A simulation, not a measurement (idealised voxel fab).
This section sets out a process module, namely voxel double patterning.
Cross-section cut: width 170 nm, square cells of 5 nm.
Format of a cross-section: grid, square cells. Given as bands. Order: top down. Band: one or more rows of cells.
Band: top and bottom heights (nm) first, top before bottom; then materials from left to right, widths in nm. "edge to edge" marks a sole material filling the band edge to edge. "empty" denotes empty space.
We count height from 0. Below that, the starting wafer is all one material. The lowest band never ends at the bottom but goes on down; see "top 0, no bottom" for how that is written.
It should be noted that a width expressed as "30..40" varies in equal increments from row to row of cells within the band, taking the value of the first number at the top row and that of the second number at the bottom row.
What does "remained unchanged" mean for a step? It means no cell of the cross-section changed in that step.
So "Fully sealed voids" is basically the list of trapped voids: any empty space of 8 cells or more that can't reach the top through an opening. They're written width x height at distance, the distance being from the left edge, and it's all nm.
On each step's line, the part that comes after the settings is the simulator's own comment on the step.
The line of a step may include "overlay nm". On a step with a mask, this value is how far to the right of its planned place the mask lay. A negative value means the mask lay to the left.
Below is the list of planned process steps
1,op RECEIVE | material Si
2,op CONFORMAL_DEP | material SiN | thk nm 10
3,op DIRECTIONAL_DEP | material SiO2 | thk nm 10
4,op DIRECTIONAL_DEP | material SiCN | thk nm 5
5,op MASKED_ETCH | tone open | mask id FIRST | width nm 15 | pitch nm 50 | etch materials SiCN | depth nm 5 | overlay nm 0
6,op PATTERN | tone open | mask id SECOND | material resist | width nm 15 | thk nm 20 | overlay nm 0
7,op DIRECTIONAL_ETCH | etch materials SiCN | depth nm 5
8,op STRIP | etch materials resist
9,op DIRECTIONAL_ETCH | etch materials SiO2 | depth nm 10
10,op STRIP | etch materials SiCN
So this is the incoming wafer in cross-section - it's already been through step 1
* top 0, no bottom = Si edge to edge
* Fully sealed voids: none
The following cross-section depicts the wafer upon conclusion of the module. Processing commenced from the starting condition illustrated above and adhered to the plan illustrated above, save for one mistake in execution
* top 20, bottom 10 = empty=75 / SiO2=15 / empty=80
* top 10, bottom 0 = SiN edge to edge
* top 0, no bottom = Si edge to edge
* Fully sealed voids: none
What went wrong in running the wafer? step 6 ran differently from the plan; actual operation with settings: op PATTERN | tone cover | mask id SECOND | material resist | width nm 15 | thk nm 20 | overlay nm 0
